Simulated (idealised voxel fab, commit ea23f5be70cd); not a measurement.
Process module name: voxel wiring stack
The cross-section on display is named cut; it measures 225 nm wide, and its cells are 5 nm squares.
Heads up, the way a cross-section reads in here is a grid of square cells, handed over as bands from the top down, with every band being one or more rows of cells.
A band entry consists of two parts. The first gives the height of the band's top and the height of its bottom, in nm. The rest lists the band's materials from left to right, each with its width in nm. A single material labelled with the word "full width" fills the band from edge to edge, and the word "blank" marks empty space.
Height is counted from the level 0, under which the received wafer is composed throughout of one material. The lowest of the bands is not closed at the bottom but continues downward, in the notation "0 down".
When a width is written as two numbers, as in "30..40", the first number is the width in the top row of cells of the band and the second is the width in its bottom row, and the width changes by the same amount from each row to the next.
You'll sometimes find "nothing was modified" written for a step, and that's the way of saying that nowhere in the cross-section did a cell change during that step.
Empty spaces without an open route to the top, at least 8 cells in extent, make up the entry "Unvented voids"; each is given as width x height at distance, where the distance is measured from the left edge, and all are in nm.
Step line, after settings: the simulator's comment on this step.
The "overlay nm" setting may appear on a step's line; for a step that uses a mask, it gives how far to the right of its planned position the mask lay, and a negative value indicates the left.

**The following list gives the planned process steps**
- 1: RECEIVE [material Si]
- 2: CONFORMAL_DEP [material SiO2] [thk nm 10]
- 3: DIRECTIONAL_DEP [material TiN] [thk nm 5]
- 4: DIRECTIONAL_DEP [material W] [thk nm 20]
- 5: DIRECTIONAL_DEP [material aC] [thk nm 15]
- 6: PATTERN [tone cover] [mask id METAL_1] [material resist] [width nm 30] [pitch nm 55] [thk nm 30] [overlay nm 0]
- 7: DIRECTIONAL_ETCH [etch materials aC] [depth nm 15]
- 8: STRIP [etch materials resist]
- 9: DIRECTIONAL_ETCH [etch materials W] [depth nm 20]
- 10: DIRECTIONAL_ETCH [etch materials TiN] [depth nm 5]
- 11: STRIP [etch materials aC]
- 12: CONFORMAL_DEP [material SiCN] [thk nm 5]
- 13: FILL_DEP [material lowk] [thk nm 5]
- 14: CMP [height nm 35]
- 15: CONFORMAL_DEP [material SiCN] [thk nm 5]
- 16: DIRECTIONAL_DEP [material SiO2] [thk nm 35]
- 17: DIRECTIONAL_DEP [material aC] [thk nm 15]
- 18: PATTERN [tone open] [mask id METAL_2] [material resist] [width nm 30] [pitch nm 55] [thk nm 35] [overlay nm 0]
- 19: DIRECTIONAL_ETCH [etch materials aC] [depth nm 15]
- 20: STRIP [etch materials resist]
- 21: DIRECTIONAL_ETCH [etch materials SiO2] [depth nm 20]
- 22: STRIP [etch materials aC]
- 23: DIRECTIONAL_DEP [material aC] [thk nm 15]
- 24: PATTERN [tone open] [mask id METAL_2_HOLES] [material resist] [width nm 15] [pitch nm 55] [thk nm 35] [overlay nm 0]
- 25: DIRECTIONAL_ETCH [etch materials aC] [depth nm 15]
- 26: STRIP [etch materials resist]
- 27: DIRECTIONAL_ETCH [etch materials SiO2] [depth nm 15]
- 28: DIRECTIONAL_ETCH [etch materials SiCN] [depth nm 5]
- 29: STRIP [etch materials aC]
- 30: CONFORMAL_DEP [material TiN] [thk nm 5]
- 31: FILL_DEP [material Ru] [thk nm 10]
- 32: CMP [height nm 75]
- 33: CONFORMAL_DEP [material SiCN] [thk nm 5]
- 34: DIRECTIONAL_DEP [material lowk] [thk nm 10]
- 35: DIRECTIONAL_DEP [material aC] [thk nm 10]
- 36: PATTERN [tone open] [mask id PLUG_2] [material resist] [width nm 15] [pitch nm 55] [thk nm 30] [overlay nm 0]
- 37: DIRECTIONAL_ETCH [etch materials aC] [depth nm 10]
- 38: STRIP [etch materials resist]
- 39: DIRECTIONAL_ETCH [etch materials lowk] [depth nm 10]
- 40: DIRECTIONAL_ETCH [etch materials SiCN] [depth nm 5]
- 41: STRIP [etch materials aC]
- 42: CONFORMAL_DEP [material TiN] [thk nm 5]
- 43: FILL_DEP [material W] [thk nm 10]
- 44: CMP [height nm 90]
- 45: DIRECTIONAL_DEP [material TiN] [thk nm 5]
- 46: DIRECTIONAL_DEP [material Ru] [thk nm 25]
- 47: DIRECTIONAL_DEP [material aC] [thk nm 10]
- 48: PATTERN [tone cover] [mask id METAL_3] [material resist] [width nm 30] [pitch nm 55] [thk nm 25] [overlay nm 0]
- 49: DIRECTIONAL_ETCH [etch materials aC] [depth nm 10]
- 50: STRIP [etch materials resist]
- 51: DIRECTIONAL_ETCH [etch materials Ru] [depth nm 25]
- 52: DIRECTIONAL_ETCH [etch materials TiN] [depth nm 5]
- 53: STRIP [etch materials aC]
- 54: CONFORMAL_DEP [material SiCN] [thk nm 5]
- 55: FILL_DEP [material lowk] [thk nm 10]
- 56: CMP [height nm 120]
- 57: CONFORMAL_DEP [material SiN] [thk nm 5]

**Cross-sectional view of the wafer in its as-received condition, corresponding to the state after step 1**
	0 down  Si full width
	Unvented voids: none

**Cross-section, first of two wafers, end of module, run as planned**
	125 to 120  SiN full width
	120 to 95  10 lowk  5 SiCN  30 Ru  5 SiCN  15 lowk  5 SiCN  30 Ru  5 SiCN  15 lowk  5 SiCN  30 Ru  5 SiCN  15 lowk  5 SiCN  30 Ru  5 SiCN  10 lowk
	95 to 90  15 SiCN  30 TiN  25 SiCN  30 TiN  25 SiCN  30 TiN  25 SiCN  30 TiN  15 SiCN
	90 to 80  15 lowk  5 TiN  5 W  5 TiN  40 lowk  5 TiN  5 W  5 TiN  40 lowk  5 TiN  5 W  5 TiN  40 lowk  5 TiN  5 W  5 TiN  30 lowk
	80 to 75  15 SiCN  15 TiN  40 SiCN  15 TiN  40 SiCN  15 TiN  40 SiCN  15 TiN  30 SiCN
	75 to 60  15 SiO2  5 TiN  20 Ru  5 TiN  25 SiO2  5 TiN  20 Ru  5 TiN  25 SiO2  5 TiN  20 Ru  5 TiN  25 SiO2  5 TiN  20 Ru  5 TiN  15 SiO2
	60 to 55  15 SiO2  5 TiN  5 Ru  20 TiN  25 SiO2  5 TiN  5 Ru  20 TiN  25 SiO2  5 TiN  5 Ru  20 TiN  25 SiO2  5 TiN  5 Ru  20 TiN  15 SiO2
	55 to 40  15 SiO2  5 TiN  5 Ru  5 TiN  40 SiO2  5 TiN  5 Ru  5 TiN  40 SiO2  5 TiN  5 Ru  5 TiN  40 SiO2  5 TiN  5 Ru  5 TiN  30 SiO2
	40 to 35  15 SiCN  15 TiN  40 SiCN  15 TiN  40 SiCN  15 TiN  40 SiCN  15 TiN  30 SiCN
	35 to 15  10 lowk  5 SiCN  30 W  5 SiCN  15 lowk  5 SiCN  30 W  5 SiCN  15 lowk  5 SiCN  30 W  5 SiCN  15 lowk  5 SiCN  30 W  5 SiCN  10 lowk
	15 to 10  15 SiCN  30 TiN  25 SiCN  30 TiN  25 SiCN  30 TiN  25 SiCN  30 TiN  15 SiCN
	10 to 0  SiO2 full width
	0 down  Si full width
	Unvented voids: none

**Here's the second of our two wafers sectioned at module end. Same start as the first, same plan, but one mistake got made running it**
	125 to 120  SiN full width
	120 to 95  10 lowk  5 SiCN  30 Ru  5 SiCN  15 lowk  5 SiCN  30 Ru  5 SiCN  15 lowk  5 SiCN  30 Ru  5 SiCN  15 lowk  5 SiCN  30 Ru  5 SiCN  10 lowk
	95 to 90  15 SiCN  30 TiN  25 SiCN  30 TiN  25 SiCN  30 TiN  25 SiCN  30 TiN  15 SiCN
	90 to 80  15 lowk  5 TiN  5 W  5 TiN  40 lowk  5 TiN  5 W  5 TiN  40 lowk  5 TiN  5 W  5 TiN  40 lowk  5 TiN  5 W  5 TiN  30 lowk
	80 to 75  15 SiCN  15 TiN  40 SiCN  15 TiN  40 SiCN  15 TiN  40 SiCN  15 TiN  30 SiCN
	75 to 60  15 SiO2  5 TiN  20 Ru  5 TiN  25 SiO2  5 TiN  20 Ru  5 TiN  25 SiO2  5 TiN  20 Ru  5 TiN  25 SiO2  5 TiN  20 Ru  5 TiN  15 SiO2
	60 to 55  15 SiO2  15 TiN  5 Ru  10 TiN  25 SiO2  15 TiN  5 Ru  10 TiN  25 SiO2  15 TiN  5 Ru  10 TiN  25 SiO2  15 TiN  5 Ru  10 TiN  15 SiO2
	55 to 40  25 SiO2  5 TiN  5 Ru  5 TiN  40 SiO2  5 TiN  5 Ru  5 TiN  40 SiO2  5 TiN  5 Ru  5 TiN  40 SiO2  5 TiN  5 Ru  5 TiN  20 SiO2
	40 to 35  25 SiCN  15 TiN  40 SiCN  15 TiN  40 SiCN  15 TiN  40 SiCN  15 TiN  20 SiCN
	35 to 15  10 lowk  5 SiCN  30 W  5 SiCN  15 lowk  5 SiCN  30 W  5 SiCN  15 lowk  5 SiCN  30 W  5 SiCN  15 lowk  5 SiCN  30 W  5 SiCN  10 lowk
	15 to 10  15 SiCN  30 TiN  25 SiCN  30 TiN  25 SiCN  30 TiN  25 SiCN  30 TiN  15 SiCN
	10 to 0  SiO2 full width
	0 down  Si full width
	Unvented voids: none
Which mistake was made when the wafer was run? step 24 ran differently from the plan; actual operation with settings: PATTERN [tone open] [mask id METAL_2_HOLES] [material resist] [width nm 15] [pitch nm 55] [thk nm 35] [overlay nm 10]
Same inventory, different map: at the end, the second wafer holds as many cells of each material as the first, placed elsewhere.
